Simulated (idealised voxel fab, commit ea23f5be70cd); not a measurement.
The document below concerns the process module designated voxel double patterning.
Xsec cut, 245 nm wide, square cell size 5 nm.
When this document writes out a cross-section, it uses a grid of square cells and lists it as bands, beginning at the top and moving down, with a band standing for one or more rows of cells. The band entry comprises the height of the band's top followed by the height of its bottom, expressed in nm, and subsequently the band's materials from left to right, each stated together with its width in nm. Where a single material is marked with the word "full width", that material fills the band from edge to edge. The word "empty" represents empty space. The level at which height equals 0 is the one under which the wafer, as it arrives, is entirely one material. No lower edge exists for the bottom band, which continues downward and is notated as in "0 -> down". Graded width ("30..40"): value in top row of band = first number; value in bottom row = second number; row-to-row change constant. No cell of the cross-section changed in a step that is given as "no change". Listed in "Encapsulated voids": every empty space of 8 or more cells without an open way to the top. Form: width x height at distance, the distance being from the left edge, all in nm. On a step's line, text after the settings is the simulator commenting on that step. overlay nm: mask right of planned place by this much (step with mask). Neg. = left.

[Set out below are the planned steps of the process]
step 1: RECEIVE: material Si
step 2: CONFORMAL_DEP: material SiO2, thk nm 5
step 3: DIRECTIONAL_DEP: material polySi, thk nm 15
step 4: DIRECTIONAL_DEP: material SiN, thk nm 5
step 5: DIRECTIONAL_DEP: material aC, thk nm 10
step 6: PATTERN: tone open, mask id FIRST, material resist, width nm 15, pitch nm 50, thk nm 30, overlay nm 0
step 7: DIRECTIONAL_ETCH: etch materials aC, depth nm 10
step 8: STRIP: etch materials resist
step 9: DIRECTIONAL_ETCH: etch materials SiN, depth nm 5
step 10: STRIP: etch materials aC
step 11: PATTERN: tone open, mask id SECOND, material resist, width nm 15, thk nm 20, overlay nm 0
step 12: DIRECTIONAL_ETCH: etch materials SiN, depth nm 5
step 13: STRIP: etch materials resist
step 14: DIRECTIONAL_ETCH: etch materials polySi, depth nm 15
step 15: STRIP: etch materials SiN

[Incoming wafer in cross-section (state: after step 1)]
	0 -> down  Si full width
	Encapsulated voids: none

[First of two wafers, end-of-module section, run followed plan]
	20 -> 5  polySi 90; empty 15; polySi 10; empty 15; polySi 10; empty 15; polySi 90
	5 -> 0  SiO2 full width
	0 -> down  Si full width
	Encapsulated voids: none

[Wafer two cross-section, module end. Start and plan unchanged from wafer one; one mistake made during the run]
	20 -> 15  polySi 90; empty 15; polySi 10; empty 15; polySi 10; empty 15; polySi 90
	15 -> 5  polySi full width
	5 -> 0  SiO2 full width
	0 -> down  Si full width
	Encapsulated voids: none
Against the plan, the run slipped here: so step 14 ended up running with a different setting than we planned, it ran as DIRECTIONAL_ETCH: etch materials polySi, depth nm 5
End of process, cell counts, second wafer against first, materials with more or fewer: +18 polySi
